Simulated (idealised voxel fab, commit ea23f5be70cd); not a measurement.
process module | voxel wiring stack
cross-section cut | 195 nm wide | cells 5 nm
A cross-section is a grid of square cells, given in bands from the top down. A band is one or more rows of cells.
Each band's line starts with the height of the band's top and of its bottom, in nm. Then come its materials from left to right, each with its width in nm. One material with "throughout" fills the band from edge to edge. "air" is empty space.
Height 0 is the level under which the wafer as received is all one material. The lowest band goes on downwards, as in "0 down".
A width such as "30 to 40" changes by the same amount from each row of cells to the next, from the band's top row to its bottom row.
"no change" after a step means that no cell of the cross-section changed.
closed voids: empty space of 8 cells or more with no open way to the top, each as width x height at its distance from the left edge, in nm
after a step's settings: what the simulator itself notes on the step
overlay nm, on a step with a mask: how far to the right of its planned place the mask lay; to the left if negative
plan
1 op RECEIVE | material Si
2 op CONFORMAL_DEP | material SiO2 | thk nm 15
3 op CONFORMAL_DEP | material SiN | thk nm 5
4 op DIRECTIONAL_DEP | material lowk | thk nm 25
5 op DIRECTIONAL_DEP | material aC | thk nm 15
6 op PATTERN | tone open | mask id METAL_1 | material resist | width nm 25 | pitch nm 55 | thk nm 35 | overlay nm 0
7 op DIRECTIONAL_ETCH | etch materials aC | depth nm 15
8 op STRIP | etch materials resist
9 op DIRECTIONAL_ETCH | etch materials lowk | depth nm 25
10 op DIRECTIONAL_ETCH | etch materials SiN | depth nm 5
11 op STRIP | etch materials aC
12 op CONFORMAL_DEP | material TiN | thk nm 5
13 op FILL_DEP | material Ru | thk nm 5
14 op CMP | height nm 45
15 op CONFORMAL_DEP | material SiCN | thk nm 5
16 op DIRECTIONAL_DEP | material SiO2 | thk nm 30
17 op PATTERN | tone open | mask id METAL_2 | material resist | width nm 25 | pitch nm 55 | thk nm 15 | overlay nm 0
18 op DIRECTIONAL_ETCH | etch materials SiO2 | depth nm 20
19 op STRIP | etch materials resist
20 op DIRECTIONAL_DEP | material aC | thk nm 15
21 op PATTERN | tone open | mask id METAL_2_HOLES | material resist | width nm 15 | pitch nm 55 | thk nm 35 | overlay nm 0
22 op DIRECTIONAL_ETCH | etch materials aC | depth nm 15
23 op STRIP | etch materials resist
24 op DIRECTIONAL_ETCH | etch materials SiO2 | depth nm 10
25 op DIRECTIONAL_ETCH | etch materials SiCN | depth nm 5
26 op STRIP | etch materials aC
27 op CONFORMAL_DEP | material TiN | thk nm 5
28 op FILL_DEP | material Cu | thk nm 5
29 op CMP | height nm 80
30 op CONFORMAL_DEP | material SiCN | thk nm 5
31 op DIRECTIONAL_DEP | material SiO2 | thk nm 35
32 op PATTERN | tone open | mask id METAL_3_HOLES | material resist | width nm 15 | thk nm 20 | overlay nm 0
33 op DIRECTIONAL_ETCH | etch materials SiO2 | depth nm 35
34 op STRIP | etch materials resist
35 op DIRECTIONAL_DEP | material aC | thk nm 15
36 op PATTERN | tone open | mask id METAL_3 | material resist | width nm 25 | pitch nm 55 | thk nm 35 | overlay nm 0
37 op DIRECTIONAL_ETCH | etch materials aC | depth nm 15
38 op STRIP | etch materials resist
39 op DIRECTIONAL_ETCH | etch materials SiO2 | depth nm 20
40 op DIRECTIONAL_ETCH | etch materials SiCN | depth nm 5
41 op STRIP | etch materials aC
42 op CONFORMAL_DEP | material TiN | thk nm 5
43 op FILL_DEP | material Cu | thk nm 10
44 op CMP | height nm 120
45 op CONFORMAL_DEP | material SiCN | thk nm 5
first wafer, as planned
as received, after step 1
  0 down: Si throughout
  closed voids: none
after step 2
  15 to 0: SiO2 throughout
  below 0: unchanged
after step 3
  20 to 15: SiN throughout
  below 15: unchanged
after step 4
  45 to 20: lowk throughout
  below 20: unchanged
after step 5
  60 to 45: aC throughout
  below 45: unchanged
after step 6
  95 to 60: resist 55 | air 25 | resist 30 | air 25 | resist 60
  below 60: unchanged
after step 7
  80 to 60: resist 55 | air 25 | resist 30 | air 25 | resist 60
  60 to 45: aC 55 | air 25 | aC 30 | air 25 | aC 60
  below 45: unchanged
after step 8
  60 to 45: aC 55 | air 25 | aC 30 | air 25 | aC 60
  below 45: unchanged
after step 9
  60 to 45: aC 55 | air 25 | aC 30 | air 25 | aC 60
  45 to 20: lowk 55 | air 25 | lowk 30 | air 25 | lowk 60
  below 20: unchanged
after step 10
  60 to 45: aC 55 | air 25 | aC 30 | air 25 | aC 60
  45 to 20: lowk 55 | air 25 | lowk 30 | air 25 | lowk 60
  20 to 15: SiN 55 | air 25 | SiN 30 | air 25 | SiN 60
  below 15: unchanged
after step 11
  45 to 20: lowk 55 | air 25 | lowk 30 | air 25 | lowk 60
  below 20: unchanged
after step 12
  50 to 45: TiN 60 | air 15 | TiN 40 | air 15 | TiN 65
  45 to 20: lowk 55 | TiN 5 | air 15 | TiN 5 | lowk 30 | TiN 5 | air 15 | TiN 5 | lowk 60
  20 to 15: SiN 55 | TiN 25 | SiN 30 | TiN 25 | SiN 60
  below 15: unchanged
after step 13
  55 to 50: Ru throughout
  50 to 45: TiN 60 | Ru 15 | TiN 40 | Ru 15 | TiN 65
  45 to 20: lowk 55 | TiN 5 | Ru 15 | TiN 5 | lowk 30 | TiN 5 | Ru 15 | TiN 5 | lowk 60
  below 20: unchanged
after step 14
  45 to 20: lowk 55 | TiN 5 | Ru 15 | TiN 5 | lowk 30 | TiN 5 | Ru 15 | TiN 5 | lowk 60
  below 20: unchanged
after step 15
  50 to 45: SiCN throughout
  below 45: unchanged
after step 16
  80 to 50: SiO2 throughout
  below 50: unchanged
after step 17
  95 to 80: resist 55 | air 25 | resist 30 | air 25 | resist 60
  below 80: unchanged
after step 18
  95 to 80: resist 55 | air 25 | resist 30 | air 25 | resist 60
  80 to 60: SiO2 55 | air 25 | SiO2 30 | air 25 | SiO2 60
  below 60: unchanged
after step 19
  80 to 60: SiO2 55 | air 25 | SiO2 30 | air 25 | SiO2 60
  below 60: unchanged
after step 20
  95 to 80: aC 55 | air 25 | aC 30 | air 25 | aC 60
  80 to 75: SiO2 55 | air 25 | SiO2 30 | air 25 | SiO2 60
  75 to 60: SiO2 55 | aC 25 | SiO2 30 | aC 25 | SiO2 60
  below 60: unchanged
after step 21
  130 to 95: resist 55 | air 15 | resist 40 | air 15 | resist 70
  95 to 80: aC 55 | air 15 | resist 10 | aC 30 | air 15 | resist 10 | aC 60
  80 to 75: SiO2 55 | air 15 | resist 10 | SiO2 30 | air 15 | resist 10 | SiO2 60
  below 75: unchanged
after step 22
  115 to 95: resist 55 | air 15 | resist 40 | air 15 | resist 70
  95 to 80: aC 55 | air 15 | resist 10 | aC 30 | air 15 | resist 10 | aC 60
  80 to 75: SiO2 55 | air 15 | resist 10 | SiO2 30 | air 15 | resist 10 | SiO2 60
  75 to 60: SiO2 55 | air 15 | aC 10 | SiO2 30 | air 15 | aC 10 | SiO2 60
  below 60: unchanged
after step 23
  95 to 80: aC 55 | air 25 | aC 30 | air 25 | aC 60
  80 to 75: SiO2 55 | air 25 | SiO2 30 | air 25 | SiO2 60
  below 75: unchanged
after step 24
  95 to 80: aC 55 | air 25 | aC 30 | air 25 | aC 60
  80 to 75: SiO2 55 | air 25 | SiO2 30 | air 25 | SiO2 60
  75 to 60: SiO2 55 | air 15 | aC 10 | SiO2 30 | air 15 | aC 10 | SiO2 60
  60 to 50: SiO2 55 | air 15 | SiO2 40 | air 15 | SiO2 70
  below 50: unchanged
after step 25
  95 to 80: aC 55 | air 25 | aC 30 | air 25 | aC 60
  80 to 75: SiO2 55 | air 25 | SiO2 30 | air 25 | SiO2 60
  75 to 60: SiO2 55 | air 15 | aC 10 | SiO2 30 | air 15 | aC 10 | SiO2 60
  60 to 50: SiO2 55 | air 15 | SiO2 40 | air 15 | SiO2 70
  50 to 45: SiCN 55 | air 15 | SiCN 40 | air 15 | SiCN 70
  below 45: unchanged
after step 26
  80 to 60: SiO2 55 | air 25 | SiO2 30 | air 25 | SiO2 60
  below 60: unchanged
after step 27
  85 to 80: TiN 60 | air 15 | TiN 40 | air 15 | TiN 65
  80 to 65: SiO2 55 | TiN 5 | air 15 | TiN 5 | SiO2 30 | TiN 5 | air 15 | TiN 5 | SiO2 60
  65 to 60: SiO2 55 | TiN 5 | air 5 | TiN 15 | SiO2 30 | TiN 5 | air 5 | TiN 15 | SiO2 60
  60 to 50: SiO2 55 | TiN 5 | air 5 | TiN 5 | SiO2 40 | TiN 5 | air 5 | TiN 5 | SiO2 70
  50 to 45: SiCN 55 | TiN 15 | SiCN 40 | TiN 15 | SiCN 70
  below 45: unchanged
after step 28
  90 to 85: Cu throughout
  85 to 80: TiN 60 | Cu 15 | TiN 40 | Cu 15 | TiN 65
  80 to 65: SiO2 55 | TiN 5 | Cu 15 | TiN 5 | SiO2 30 | TiN 5 | Cu 15 | TiN 5 | SiO2 60
  65 to 60: SiO2 55 | TiN 5 | Cu 5 | TiN 15 | SiO2 30 | TiN 5 | Cu 5 | TiN 15 | SiO2 60
  60 to 50: SiO2 55 | TiN 5 | Cu 5 | TiN 5 | SiO2 40 | TiN 5 | Cu 5 | TiN 5 | SiO2 70
  below 50: unchanged
after step 29
  80 to 65: SiO2 55 | TiN 5 | Cu 15 | TiN 5 | SiO2 30 | TiN 5 | Cu 15 | TiN 5 | SiO2 60
  below 65: unchanged
after step 30
  85 to 80: SiCN throughout
  below 80: unchanged
after step 31
  120 to 85: SiO2 throughout
  below 85: unchanged
after step 32
  140 to 120: resist 55 | air 15 | resist 125
  below 120: unchanged
after step 33
  140 to 120: resist 55 | air 15 | resist 125
  120 to 85: SiO2 55 | air 15 | SiO2 125
  below 85: unchanged
after step 34
  120 to 85: SiO2 55 | air 15 | SiO2 125
  below 85: unchanged
after step 35
  135 to 120: aC 55 | air 15 | aC 125
  120 to 100: SiO2 55 | air 15 | SiO2 125
  100 to 85: SiO2 55 | aC 15 | SiO2 125
  below 85: unchanged
after step 36
  170 to 135: resist 55 | air 25 | resist 30 | air 25 | resist 60
  below 135: unchanged
after step 37
  155 to 135: resist 55 | air 25 | resist 30 | air 25 | resist 60
  135 to 120: aC 55 | air 25 | aC 30 | air 25 | aC 60
  120 to 85: SiO2 55 | air 15 | SiO2 125
  below 85: unchanged
after step 38
  135 to 120: aC 55 | air 25 | aC 30 | air 25 | aC 60
  below 120: unchanged
after step 39
  135 to 120: aC 55 | air 25 | aC 30 | air 25 | aC 60
  120 to 100: SiO2 55 | air 25 | SiO2 30 | air 25 | SiO2 60
  below 100: unchanged
after step 40
  135 to 120: aC 55 | air 25 | aC 30 | air 25 | aC 60
  120 to 100: SiO2 55 | air 25 | SiO2 30 | air 25 | SiO2 60
  100 to 85: SiO2 55 | air 15 | SiO2 125
  85 to 80: SiCN 55 | air 15 | SiCN 125
  below 80: unchanged
after step 41
  120 to 100: SiO2 55 | air 25 | SiO2 30 | air 25 | SiO2 60
  below 100: unchanged
after step 42
  125 to 120: TiN 60 | air 15 | TiN 40 | air 15 | TiN 65
  120 to 105: SiO2 55 | TiN 5 | air 15 | TiN 5 | SiO2 30 | TiN 5 | air 15 | TiN 5 | SiO2 60
  105 to 100: SiO2 55 | TiN 5 | air 5 | TiN 15 | SiO2 30 | TiN 25 | SiO2 60
  100 to 85: SiO2 55 | TiN 5 | air 5 | TiN 5 | SiO2 125
  85 to 80: SiCN 55 | TiN 15 | SiCN 125
  below 80: unchanged
after step 43
  135 to 125: Cu throughout
  125 to 120: TiN 60 | Cu 15 | TiN 40 | Cu 15 | TiN 65
  120 to 105: SiO2 55 | TiN 5 | Cu 15 | TiN 5 | SiO2 30 | TiN 5 | Cu 15 | TiN 5 | SiO2 60
  105 to 100: SiO2 55 | TiN 5 | Cu 5 | TiN 15 | SiO2 30 | TiN 25 | SiO2 60
  100 to 85: SiO2 55 | TiN 5 | Cu 5 | TiN 5 | SiO2 125
  below 85: unchanged
after step 44
  120 to 105: SiO2 55 | TiN 5 | Cu 15 | TiN 5 | SiO2 30 | TiN 5 | Cu 15 | TiN 5 | SiO2 60
  below 105: unchanged
after step 45
  125 to 120: SiCN throughout
  below 120: unchanged
second wafer: like start, like plan, one mistake. Through step 43 it matches the first wafer
when step 44 should have ended
  115 to 105: SiO2 55 | TiN 5 | Cu 15 | TiN 5 | SiO2 30 | TiN 5 | Cu 15 | TiN 5 | SiO2 60
  below 105: unchanged
when step 45 should have ended
  120 to 115: SiCN throughout
  below 115: unchanged
what went wrong: step 44 ran as: op CMP | height nm 115
at the end the second wafer has, in cells: 6 fewer of Cu | 29 fewer of SiO2 | 4 fewer of TiN
